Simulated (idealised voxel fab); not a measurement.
This section sets out a process module, namely voxel transistor to metal.
It is cross-section cut that appears here, measuring 145 nm in width, its square cells being 5 nm in size.
Each cross-section below is a grid of square cells, stated as bands in top-down order, with one or more rows of cells making up each band. Within each band entry, the heights of the top and of the bottom of the band appear first, in that order and in nm; the materials of the band then follow from left to right, each with its corresponding width in nm. The designation "everywhere" on a single material indicates that it fills the band from edge to edge; the designation "blank" indicates empty space. Height datum 0, below which the as-received substrate wafer is one material. Lowest band open at the bottom, running downward: "0 nm and below". The two numbers in a width such as "30 to 40" mark its ends across the band: the first belongs to the top row of cells, the second to the bottom row, and from each row to the next the width moves by the same amount. Step marked "identical to before"? Then no cell in the cross-section changed in it. "Completely enclosed voids": sealed empty spaces, 8 cells or more, no open way to top, listed width x height at distance, with distance from the left edge and width, height and distance in nm. Step line, after settings: the simulator's comment on this step. Regarding "overlay nm": on a step with a mask, it is the distance the mask lay to the right of its planned place; a negative value places it to the left.

Plan
| 1 | RECEIVE (material Si) |
| 2 | OXIDIZE (depth nm 5) |
| 3 | CONFORMAL_DEP (material SiN; thk nm 10) |
| 4 | MASKED_ETCH (tone cover; mask id ACTIVE; width nm 95; etch materials SiN; depth nm 10; overlay nm 0) |
| 5 | MASKED_ETCH (tone cover; mask id ACTIVE; width nm 95; etch materials SiO2; depth nm 5; overlay nm 0) |
| 6 | MASKED_ETCH (tone cover; mask id ACTIVE; width nm 95; etch materials Si; depth nm 20; overlay nm 0) |
| 7 | FILL_DEP (material SiO2; thk nm 10) |
| 8 | CMP (height nm 10) |
| 9 | SELECTIVE_ETCH (etch materials SiO2; depth nm 5) |
| 10 | STRIP (etch materials SiN) |
| 11 | SELECTIVE_ETCH (etch materials SiO2; depth nm 5) |
| 12 | OXIDIZE (depth nm 5) |
| 13 | DIRECTIONAL_DEP (material polySi; thk nm 25) |
| 14 | DIRECTIONAL_DEP (material SiCN; thk nm 10) |
| 15 | MASKED_ETCH (tone cover; mask id GATE; width nm 25; etch materials SiCN; depth nm 20; overlay nm 0) |
| 16 | MASKED_ETCH (tone cover; mask id GATE; width nm 25; etch materials polySi; depth nm 35; overlay nm 0) |
| 17 | CONFORMAL_DEP (material SiN; thk nm 10) |
| 18 | DIRECTIONAL_ETCH (etch materials SiN; depth nm 10) |
| 19 | DIRECTIONAL_ETCH (etch materials SiO2; depth nm 5) |
| 20 | DIRECTIONAL_ETCH (etch materials Si; depth nm 15) |
| 21 | EPI (material SiGe; thk nm 20) |
| 22 | FILL_DEP (material SiO2; thk nm 10) |
| 23 | CMP (height nm 30) |
| 24 | DIRECTIONAL_DEP (material SiO2; thk nm 15) |
| 25 | DIRECTIONAL_DEP (material aC; thk nm 15) |
| 26 | PATTERN (tone open; mask id CONTACT; material resist; width nm 25; pitch nm 60; thk nm 30; overlay nm 0) |
| 27 | DIRECTIONAL_ETCH (etch materials aC; depth nm 15) |
| 28 | STRIP (etch materials resist) |
| 29 | DIRECTIONAL_ETCH (etch materials SiO2; depth nm 35) |
| 30 | STRIP (etch materials aC) |
| 31 | CONFORMAL_DEP (material TiN; thk nm 5) |
| 32 | FILL_DEP (material Ru; thk nm 5) |
| 33 | CMP (height nm 45) |
| 34 | CONFORMAL_DEP (material SiN; thk nm 5) |
| 35 | DIRECTIONAL_DEP (material SiO2; thk nm 20) |
| 36 | PATTERN (tone open; mask id METAL_1; material resist; width nm 15; pitch nm 70; thk nm 15; overlay nm 0) |
| 37 | DIRECTIONAL_ETCH (etch materials SiO2; depth nm 20) |
| 38 | DIRECTIONAL_ETCH (etch materials SiN; depth nm 5) |
| 39 | STRIP (etch materials resist) |
| 40 | CONFORMAL_DEP (material TiN; thk nm 5) |
| 41 | FILL_DEP (material W; thk nm 5) |
| 42 | CMP (height nm 70) |
| 43 | CONFORMAL_DEP (material SiCN; thk nm 5) |

Wafer as received: cross-section following step 1
	0 nm and below: Si everywhere
	Completely enclosed voids: none

The first of two wafers, cross-sectioned at the end of the module, with the run proceeding as planned
	75 nm to 70 nm: SiCN everywhere
	70 nm to 50 nm: 30 SiO2; 5 TiN; 5 W; 5 TiN; 55 SiO2; 5 TiN; 5 W; 5 TiN; 30 SiO2
	50 nm to 45 nm: 30 SiN; 15 TiN; 55 SiN; 15 TiN; 30 SiN
	45 nm to 35 nm: 30 SiO2; 5 TiN; 15 Ru; 5 TiN; 35 SiO2; 5 TiN; 15 Ru; 5 TiN; 30 SiO2
	35 nm to 30 nm: 30 SiO2; 5 TiN; 10 Ru; 10 TiN; 35 SiO2; 10 TiN; 10 Ru; 5 TiN; 30 SiO2
	30 nm to 20 nm: 30 SiO2; 5 TiN; 10 Ru; 5 TiN; 10 SiN; 25 SiCN; 10 SiN; 5 TiN; 10 Ru; 5 TiN; 30 SiO2
	20 nm to 15 nm: 30 SiO2; 5 TiN; 10 Ru; 5 TiN; 10 SiN; 25 polySi; 10 SiN; 5 TiN; 10 Ru; 5 TiN; 30 SiO2
	15 nm to 10 nm: 30 SiO2; 20 TiN; 10 SiN; 25 polySi; 10 SiN; 20 TiN; 30 SiO2
	10 nm to 0 nm: 20 SiO2; 30 SiGe; 10 SiN; 25 polySi; 10 SiN; 30 SiGe; 20 SiO2
	0 nm to -5 nm: 20 SiO2; 10 SiN; 20 SiGe; 10 SiN; 25 polySi; 10 SiN; 20 SiGe; 10 SiN; 20 SiO2
	-5 nm to -10 nm: 30 SiO2; 20 SiGe; 45 SiO2; 20 SiGe; 30 SiO2
	-10 nm to -25 nm: 25 SiO2; 5 Si; 20 SiGe; 45 Si; 20 SiGe; 5 Si; 25 SiO2
	-25 nm and below: Si everywhere
	Completely enclosed voids: none

Second wafer of the two, sectioned at the end of the module. It began like the first and followed the same plan, but one mistake was made while running it
	75 nm to 70 nm: SiCN everywhere
	70 nm to 50 nm: 30 SiO2; 5 TiN; 5 W; 5 TiN; 55 SiO2; 5 TiN; 5 W; 5 TiN; 30 SiO2
	50 nm to 45 nm: 30 SiN; 15 TiN; 55 SiN; 15 TiN; 30 SiN
	45 nm to 35 nm: 30 SiO2; 5 TiN; 15 Ru; 5 TiN; 35 SiO2; 5 TiN; 15 Ru; 5 TiN; 30 SiO2
	35 nm to 30 nm: 30 SiO2; 5 TiN; 10 Ru; 10 TiN; 35 SiO2; 10 TiN; 10 Ru; 5 TiN; 30 SiO2
	30 nm to 20 nm: 30 SiO2; 5 TiN; 10 Ru; 5 TiN; 10 SiN; 25 SiCN; 10 SiN; 5 TiN; 10 Ru; 5 TiN; 30 SiO2
	20 nm to 15 nm: 30 SiO2; 5 TiN; 10 Ru; 5 TiN; 10 SiN; 25 polySi; 10 SiN; 5 TiN; 10 Ru; 5 TiN; 30 SiO2
	15 nm to 10 nm: 30 SiO2; 20 TiN; 10 SiN; 25 polySi; 10 SiN; 20 TiN; 30 SiO2
	10 nm to 0 nm: 20 SiO2; 30 SiGe; 10 SiN; 25 polySi; 10 SiN; 35 SiGe; 15 SiO2
	0 nm to -5 nm: 20 SiO2; 10 SiN; 20 SiGe; 10 SiN; 25 polySi; 10 SiN; 25 SiGe; 10 SiN; 15 SiO2
	-5 nm to -10 nm: 30 SiO2; 20 SiGe; 45 SiO2; 25 SiGe; 25 SiO2
	-10 nm to -25 nm: 25 SiO2; 5 Si; 20 SiGe; 45 Si; 25 SiGe; 5 Si; 20 SiO2
	-25 nm and below: Si everywhere
	Completely enclosed voids: none
Heads up, the wafer didn't run the way we planned it: step 4 ran as: MASKED_ETCH (tone cover; mask id ACTIVE; width nm 100; etch materials SiN; depth nm 10; overlay nm 0)
Wafer comparison, final, in cells, second relative to first, materials more or fewer: SiGe +7 | SiO2 -7
